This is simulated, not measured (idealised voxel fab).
Process module, titled voxel wiring stack
This is section cut - it's 240 nm across, gridded in 5 nm square cells.
Format of a cross-section: grid, square cells. Given as bands. Order: top down. Band: one or more rows of cells.
First you get the band's top height and its bottom height, in nm, and then the materials it's made of, left to right, with each width in nm. If you see a single material with "full width", that one covers the band edge to edge. "blank" is empty space.
Height datum 0, below which the as-received substrate wafer is one material. Lowest band open at the bottom, running downward: "z 0 and below".
It should be noted that a width expressed as "30..40" varies in equal increments from row to row of cells within the band, taking the value of the first number at the top row and that of the second number at the bottom row.
What does "no change" mean for a step? It means no cell of the cross-section changed in that step.
"Closed void table" enumerates empty spaces isolated from the top, with no open way to it, that contain at least 8 cells, giving each as width x height at distance from the left edge, all three in nm.
Where a step's line continues beyond its settings, the continuation is a remark by the simulator itself on that step.
The line of a step may include "overlay nm". On a step with a mask, this value is how far to the right of its planned place the mask lay. A negative value means the mask lay to the left.

These are the steps we planned for the process:
1) RECEIVE: material Si
2) CONFORMAL_DEP: material SiO2, thk nm 15
3) DIRECTIONAL_DEP: material TiN, thk nm 5
4) DIRECTIONAL_DEP: material W, thk nm 20
5) PATTERN: tone cover, mask id METAL_1, material resist, width nm 25, pitch nm 45, thk nm 15, overlay nm 0
6) DIRECTIONAL_ETCH: etch materials W, depth nm 20
7) DIRECTIONAL_ETCH: etch materials TiN, depth nm 5
8) STRIP: etch materials resist
9) FILL_DEP: material SiO2, thk nm 10
10) CMP: height nm 40
11) CONFORMAL_DEP: material SiCN, thk nm 5
12) DIRECTIONAL_DEP: material SiO2, thk nm 25
13) MASKED_ETCH: tone open, mask id METAL_2_HOLES, width nm 15, pitch nm 90, etch materials SiO2, depth nm 25, overlay nm 0
14) PATTERN: tone open, mask id METAL_2, material resist, width nm 25, pitch nm 45, thk nm 15, overlay nm -15
15) DIRECTIONAL_ETCH: etch materials SiO2, depth nm 15
16) DIRECTIONAL_ETCH: etch materials SiCN, depth nm 5
17) STRIP: etch materials resist
18) CONFORMAL_DEP: material TiN, thk nm 5
19) FILL_DEP: material Cu, thk nm 10
20) CMP: height nm 70
21) CONFORMAL_DEP: material SiCN, thk nm 5
22) DIRECTIONAL_DEP: material SiO2, thk nm 35
23) DIRECTIONAL_DEP: material aC, thk nm 15
24) PATTERN: tone open, mask id METAL_3, material resist, width nm 25, pitch nm 45, thk nm 35, overlay nm 0
25) DIRECTIONAL_ETCH: etch materials aC, depth nm 15
26) STRIP: etch materials resist
27) DIRECTIONAL_ETCH: etch materials SiO2, depth nm 20
28) STRIP: etch materials aC
29) PATTERN: tone open, mask id METAL_3_HOLES, material resist, width nm 15, pitch nm 90, thk nm 20, overlay nm 0
30) DIRECTIONAL_ETCH: etch materials SiO2, depth nm 15
31) DIRECTIONAL_ETCH: etch materials SiCN, depth nm 5
32) STRIP: etch materials resist
33) CONFORMAL_DEP: material TiN, thk nm 5
34) FILL_DEP: material Ru, thk nm 10
35) CMP: height nm 110
36) CONFORMAL_DEP: material SiCN, thk nm 5
37) DIRECTIONAL_DEP: material SiO2, thk nm 25
38) DIRECTIONAL_DEP: material aC, thk nm 15
39) PATTERN: tone open, mask id METAL_4, material resist, width nm 25, pitch nm 45, thk nm 30, overlay nm 0
40) DIRECTIONAL_ETCH: etch materials aC, depth nm 15
41) STRIP: etch materials resist
42) DIRECTIONAL_ETCH: etch materials SiO2, depth nm 15
43) STRIP: etch materials aC
44) PATTERN: tone open, mask id METAL_4_HOLES, material resist, width nm 15, pitch nm 90, thk nm 20, overlay nm 0
45) DIRECTIONAL_ETCH: etch materials SiO2, depth nm 10
46) DIRECTIONAL_ETCH: etch materials SiCN, depth nm 5
47) STRIP: etch materials resist
48) CONFORMAL_DEP: material TiN, thk nm 5
49) FILL_DEP: material Cu, thk nm 10
50) CMP: height nm 140
51) CONFORMAL_DEP: material SiN, thk nm 5
For this document, wafers share an identical start and vary in the step 14 overlay nm; the plan quotes the first wafer's value.

Cut through the first of several wafers as received, post step 1:
* z 0 and below: Si full width
* Closed void table: none

Take a look at the first of several wafers in cross-section: the module is done, and step 51 was its last step:
* z 145 to 140: SiN full width
* z 140 to 130: 60 of SiO2 / 5 of TiN / 15 of Cu / 5 of TiN / 20 of SiO2 / 5 of TiN / 15 of Cu / 5 of TiN / 20 of SiO2 / 5 of TiN / 15 of Cu / 5 of TiN / 65 of SiO2
* z 130 to 125: 60 of SiO2 / 5 of TiN / 5 of Cu / 15 of TiN / 20 of SiO2 / 25 of TiN / 20 of SiO2 / 5 of TiN / 5 of Cu / 15 of TiN / 65 of SiO2
* z 125 to 115: 60 of SiO2 / 5 of TiN / 5 of Cu / 5 of TiN / 75 of SiO2 / 5 of TiN / 5 of Cu / 5 of TiN / 75 of SiO2
* z 115 to 110: 60 of SiCN / 15 of TiN / 75 of SiCN / 15 of TiN / 75 of SiCN
* z 110 to 95: 60 of SiO2 / 5 of TiN / 15 of Ru / 5 of TiN / 20 of SiO2 / 5 of TiN / 15 of Ru / 5 of TiN / 20 of SiO2 / 5 of TiN / 15 of Ru / 5 of TiN / 65 of SiO2
* z 95 to 90: 60 of SiO2 / 5 of TiN / 5 of Ru / 15 of TiN / 20 of SiO2 / 25 of TiN / 20 of SiO2 / 5 of TiN / 5 of Ru / 15 of TiN / 65 of SiO2
* z 90 to 75: 60 of SiO2 / 5 of TiN / 5 of Ru / 5 of TiN / 75 of SiO2 / 5 of TiN / 5 of Ru / 5 of TiN / 75 of SiO2
* z 75 to 70: 60 of SiCN / 15 of TiN / 75 of SiCN / 15 of TiN / 75 of SiCN
* z 70 to 60: 45 of SiO2 / 5 of TiN / 20 of Cu / 5 of TiN / 15 of SiO2 / 5 of TiN / 15 of Cu / 5 of TiN / 20 of SiO2 / 5 of TiN / 20 of Cu / 5 of TiN / 75 of SiO2
* z 60 to 55: 45 of SiO2 / 20 of TiN / 5 of Cu / 5 of TiN / 15 of SiO2 / 25 of TiN / 20 of SiO2 / 20 of TiN / 5 of Cu / 5 of TiN / 75 of SiO2
* z 55 to 50: 60 of SiO2 / 5 of TiN / 5 of Cu / 5 of TiN / 75 of SiO2 / 5 of TiN / 5 of Cu / 5 of TiN / 75 of SiO2
* z 50 to 45: 60 of SiO2 / 15 of TiN / 75 of SiO2 / 15 of TiN / 75 of SiO2
* z 45 to 40: 60 of SiCN / 10 of TiN / 80 of SiCN / 10 of TiN / 80 of SiCN
* z 40 to 20: 60 of SiO2 / 25 of W / 20 of SiO2 / 25 of W / 20 of SiO2 / 25 of W / 65 of SiO2
* z 20 to 15: 60 of SiO2 / 25 of TiN / 20 of SiO2 / 25 of TiN / 20 of SiO2 / 25 of TiN / 65 of SiO2
* z 15 to 0: SiO2 full width
* z 0 and below: Si full width
* Closed void table: none

Last wafer at the end:
* z 145 to 140: SiN full width
* z 140 to 130: 60 of SiO2 / 5 of TiN / 15 of Cu / 5 of TiN / 20 of SiO2 / 5 of TiN / 15 of Cu / 5 of TiN / 20 of SiO2 / 5 of TiN / 15 of Cu / 5 of TiN / 65 of SiO2
* z 130 to 125: 60 of SiO2 / 5 of TiN / 5 of Cu / 15 of TiN / 20 of SiO2 / 25 of TiN / 20 of SiO2 / 5 of TiN / 5 of Cu / 15 of TiN / 65 of SiO2
* z 125 to 115: 60 of SiO2 / 5 of TiN / 5 of Cu / 5 of TiN / 75 of SiO2 / 5 of TiN / 5 of Cu / 5 of TiN / 75 of SiO2
* z 115 to 110: 60 of SiCN / 15 of TiN / 75 of SiCN / 15 of TiN / 75 of SiCN
* z 110 to 95: 60 of SiO2 / 5 of TiN / 15 of Ru / 5 of TiN / 20 of SiO2 / 5 of TiN / 15 of Ru / 5 of TiN / 20 of SiO2 / 5 of TiN / 15 of Ru / 5 of TiN / 65 of SiO2
* z 95 to 90: 60 of SiO2 / 5 of TiN / 5 of Ru / 15 of TiN / 20 of SiO2 / 25 of TiN / 20 of SiO2 / 5 of TiN / 5 of Ru / 15 of TiN / 65 of SiO2
* z 90 to 75: 60 of SiO2 / 5 of TiN / 5 of Ru / 5 of TiN / 75 of SiO2 / 5 of TiN / 5 of Ru / 5 of TiN / 75 of SiO2
* z 75 to 70: 60 of SiCN / 15 of TiN / 75 of SiCN / 15 of TiN / 75 of SiCN
* z 70 to 60: 60 of SiO2 / 5 of TiN / 30 of Cu / 5 of TiN / 20 of SiO2 / 5 of TiN / 15 of Cu / 5 of TiN / 5 of SiO2 / 5 of TiN / 30 of Cu / 5 of TiN / 50 of SiO2
* z 60 to 55: 60 of SiO2 / 5 of TiN / 5 of Cu / 30 of TiN / 20 of SiO2 / 25 of TiN / 5 of SiO2 / 5 of TiN / 5 of Cu / 30 of TiN / 50 of SiO2
* z 55 to 50: 60 of SiO2 / 5 of TiN / 5 of Cu / 5 of TiN / 75 of SiO2 / 5 of TiN / 5 of Cu / 5 of TiN / 75 of SiO2
* z 50 to 45: 60 of SiO2 / 15 of TiN / 75 of SiO2 / 15 of TiN / 75 of SiO2
* z 45 to 40: SiCN full width
* z 40 to 20: 60 of SiO2 / 25 of W / 20 of SiO2 / 25 of W / 20 of SiO2 / 25 of W / 65 of SiO2
* z 20 to 15: 60 of SiO2 / 25 of TiN / 20 of SiO2 / 25 of TiN / 20 of SiO2 / 25 of TiN / 65 of SiO2
* z 15 to 0: SiO2 full width
* z 0 and below: Si full width
* Closed void table: none

Where each wafer stands at the end of the module, a row apiece: cells of each material gained (+) or lost (-) since it was received, then closed voids:
overlay nm -15, +50 Cu, +35 Ru, +128 SiCN, +48 SiN, +927 SiO2, +144 TiN, +60 W, Closed void table: none
overlay nm -10, +48 Cu, +35 Ru, +126 SiCN, +48 SiN, +933 SiO2, +142 TiN, +60 W, Closed void table: none
overlay nm -5, +48 Cu, +35 Ru, +126 SiCN, +48 SiN, +933 SiO2, +142 TiN, +60 W, Closed void table: none
overlay nm 0, +48 Cu, +35 Ru, +126 SiCN, +48 SiN, +933 SiO2, +142 TiN, +60 W, Closed void table: none
overlay nm 5, +50 Cu, +35 Ru, +128 SiCN, +48 SiN, +927 SiO2, +144 TiN, +60 W, Closed void table: none
overlay nm 10, +54 Cu, +35 Ru, +130 SiCN, +48 SiN, +921 SiO2, +144 TiN, +60 W, Closed void table: none
overlay nm 15, +58 Cu, +35 Ru, +132 SiCN, +48 SiN, +915 SiO2, +144 TiN, +60 W, Closed void table: none
